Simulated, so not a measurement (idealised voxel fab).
The following is a process module called voxel self aligned contacts.
175 nm wide, 5 nm square cells: that's cross-section cut.
In what follows, cross-sections appear as grids of square cells, described through bands that run from the top down, where every band is one or more rows of cells. Look at the band entry: it leads with the top's height and the bottom's height in nm. Then it lists the materials left to right, with a width in nm for each. The word "all across" on a single material says that material fills the band edge to edge. The word "blank" is empty space. Heights are reckoned from 0. Under this level, the received wafer is all of one material. The bottommost band is open-ended downward, for example "0 nm and below". The expression "30->40" gives the width at the extremes of the band, the first number at its top row of cells and the second at its bottom row, with the width changing by equal amounts from each row to the next in between. Take "nothing got changed" at face value: in the step it is given for, the cross-section changed in none of its cells. "Fully sealed cavities" - sealed voids, min. 8 cells, no opening to top; format: width x height at distance (distance from left edge; nm throughout). Formally, on a step line, whatever follows the settings is a remark that the simulator itself makes on the step. The setting "overlay nm" may be written on the line of a step. When the step uses a mask, the value reports how far to the right of the planned place the mask lay, and a negative value reports that it lay to the left.

Set out below are the planned steps of the process:
- 1: RECEIVE with material Si
- 2: CONFORMAL_DEP with material SiO2, thk nm 5
- 3: DIRECTIONAL_DEP with material polySi, thk nm 25
- 4: DIRECTIONAL_DEP with material SiN, thk nm 15
- 5: DIRECTIONAL_DEP with material aC, thk nm 10
- 6: PATTERN with tone cover, mask id GATE, material resist, width nm 25, pitch nm 60, thk nm 25, overlay nm 0
- 7: DIRECTIONAL_ETCH with etch materials aC, depth nm 10
- 8: STRIP with etch materials resist
- 9: DIRECTIONAL_ETCH with etch materials SiN, depth nm 15
- 10: DIRECTIONAL_ETCH with etch materials polySi, depth nm 25
- 11: STRIP with etch materials aC
- 12: CONFORMAL_DEP with material SiN, thk nm 5
- 13: DIRECTIONAL_ETCH with etch materials SiN, depth nm 5
- 14: FILL_DEP with material SiO2, thk nm 15
- 15: CMP with height nm 50
- 16: MASKED_ETCH with tone open, mask id CONTACT, width nm 35, etch materials SiO2, depth nm 50, overlay nm 0
- 17: CONFORMAL_DEP with material TiN, thk nm 5
- 18: FILL_DEP with material W, thk nm 5
- 19: CMP with height nm 50
- 20: CONFORMAL_DEP with material SiCN, thk nm 5
Across this set of wafers, the varied parameter is the width nm of step 16. Starting conditions are identical for every wafer, and the plan reports the value assigned to the first wafer.

Cross-section of the first incoming wafer of several, state after step 1:
0 nm and below  Si all across
Fully sealed cavities: none

Quick look at the cross-section of the first of several wafers after step 20, which wraps up the module:
55 nm to 50 nm  SiCN all across
50 nm to 45 nm  SiO2: 70  TiN: 10  W: 15  TiN: 10  SiO2: 70
45 nm to 30 nm  SiO2: 40  SiN: 35  TiN: 5  W: 15  TiN: 5  SiN: 35  SiO2: 40
30 nm to 5 nm  SiO2: 40  SiN: 5  polySi: 25  SiN: 5  TiN: 5  W: 15  TiN: 5  SiN: 5  polySi: 25  SiN: 5  SiO2: 40
5 nm to 0 nm  SiO2: 75  TiN: 25  SiO2: 75
0 nm and below  Si all across
Fully sealed cavities: none

A cross-section through the last wafer at the close of the module:
55 nm to 50 nm  SiCN all across
50 nm to 45 nm  SiO2: 60  TiN: 20  W: 15  TiN: 25  SiO2: 55
45 nm to 30 nm  SiO2: 40  SiN: 35  TiN: 5  W: 15  TiN: 5  SiN: 35  SiO2: 40
30 nm to 5 nm  SiO2: 40  SiN: 5  polySi: 25  SiN: 5  TiN: 5  W: 15  TiN: 5  SiN: 5  polySi: 25  SiN: 5  SiO2: 40
5 nm to 0 nm  SiO2: 75  TiN: 25  SiO2: 75
0 nm and below  Si all across
Fully sealed cavities: none

The rows of the table below are wafers. Looking at the end of the module, a row counts, for every material, the cells the wafer has gained, shown as (+), or lost, shown as (-), since it was received; its closed voids come next:
width nm 35, +35 SiCN, +62 SiN, +186 SiO2, +25 TiN, +27 W, +50 polySi, Fully sealed cavities: none
width nm 40, +35 SiCN, +62 SiN, +185 SiO2, +26 TiN, +27 W, +50 polySi, Fully sealed cavities: none
width nm 45, +35 SiCN, +62 SiN, +184 SiO2, +27 TiN, +27 W, +50 polySi, Fully sealed cavities: none
width nm 50, +35 SiCN, +62 SiN, +183 SiO2, +28 TiN, +27 W, +50 polySi, Fully sealed cavities: none
width nm 55, +35 SiCN, +62 SiN, +182 SiO2, +29 TiN, +27 W, +50 polySi, Fully sealed cavities: none
width nm 60, +35 SiCN, +62 SiN, +181 SiO2, +30 TiN, +27 W, +50 polySi, Fully sealed cavities: none
